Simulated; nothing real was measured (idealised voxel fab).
Process module heading - voxel lift off
Section cut is 180 nm wide and gridded with 5 nm square cells.
Cross-section spec: square-cell grid; bands listed top down; each band is one or more rows.
Heads up on the band format: heights come first, top then bottom, in nm. After that it's the materials left to right, each with its width in nm. A single material flagged "full width" fills the whole band edge to edge, and "blank" means there's empty space there.
Note: height 0 marks the level under which the wafer is uniformly one material as received. Lowest band unbounded below, written "0 down".
The expression "30->40" gives the width at the extremes of the band, the first number at its top row of cells and the second at its bottom row, with the width changing by equal amounts from each row to the next in between.
You'll sometimes find "nothing different" written for a step, and that's the way of saying that nowhere in the cross-section did a cell change during that step.
"Catalogued sealed voids" enumerates empty spaces isolated from the top, with no open way to it, that contain at least 8 cells, giving each as width x height at distance from the left edge, all three in nm.
Past the settings on a step's line: simulator remark, on that step.
overlay nm: step with mask; distance mask lay right of planned place; negative value = left of planned place.
Intended process steps:
1: RECEIVE [material Si]
2: CONFORMAL_DEP [material SiO2] [thk nm 10]
3: PATTERN [tone open] [mask id LINES] [material resist] [width nm 15] [pitch nm 35] [thk nm 15] [overlay nm 0]
4: DIRECTIONAL_DEP [material Ru] [thk nm 5]
5: STRIP [etch materials resist]
6: CONFORMAL_DEP [material SiO2] [thk nm 10]
First of two wafers, with the run carried out as planned:
The cross-section here shows the wafer as received, i.e. in its state after step 1:
	0 down | Si full width
	Catalogued sealed voids: none
How the wafer stands in section after step 2:
	10 to 0 | SiO2 full width
	Nothing below the height 0 has changed.
How the wafer stands in section after step 3:
	25 to 10 | resist=45 / blank=15 / resist=20 / blank=15 / resist=20 / blank=15 / resist=50
	Nothing below the height 10 has changed.
How the wafer stands in section after step 4:
	30 to 25 | Ru=45 / blank=15 / Ru=20 / blank=15 / Ru=20 / blank=15 / Ru=50
	25 to 15 | resist=45 / blank=15 / resist=20 / blank=15 / resist=20 / blank=15 / resist=50
	15 to 10 | resist=45 / Ru=15 / resist=20 / Ru=15 / resist=20 / Ru=15 / resist=50
	Nothing below the height 10 has changed.
How the wafer stands in section after step 5:
	15 to 10 | blank=45 / Ru=15 / blank=20 / Ru=15 / blank=20 / Ru=15 / blank=50
	Nothing below the height 10 has changed.
How the wafer stands in section after step 6:
	25 to 20 | blank=35 / SiO2=105 / blank=40
	20 to 15 | SiO2 full width
	15 to 10 | SiO2=45 / Ru=15 / SiO2=20 / Ru=15 / SiO2=20 / Ru=15 / SiO2=50
	Nothing below the height 10 has changed.
Second wafer. Start and plan as for the first. One mistake made in running. Agrees with the first up to and including step 4:
Here is the second wafer in cross-section at the point where step 5 of the plan should have been done:
	15 to 10 | blank=45 / Ru=15 / blank=20 / Ru=15 / blank=20 / Ru=15 / blank=50
	Nothing below the height 10 has changed.
Here is the second wafer in cross-section at the point where step 6 of the plan should have been done:
	25 to 20 | blank=35 / SiO2=105 / blank=40
	20 to 15 | SiO2 full width
	15 to 10 | SiO2=45 / Ru=15 / SiO2=20 / Ru=15 / SiO2=20 / Ru=15 / SiO2=50
	Nothing below the height 10 has changed.
Error vs. plan: step 5 of the plan was executed twice over
Honestly, by the end the two wafers have the same cross-section, so the mistake just doesn't show up in what this model computes.
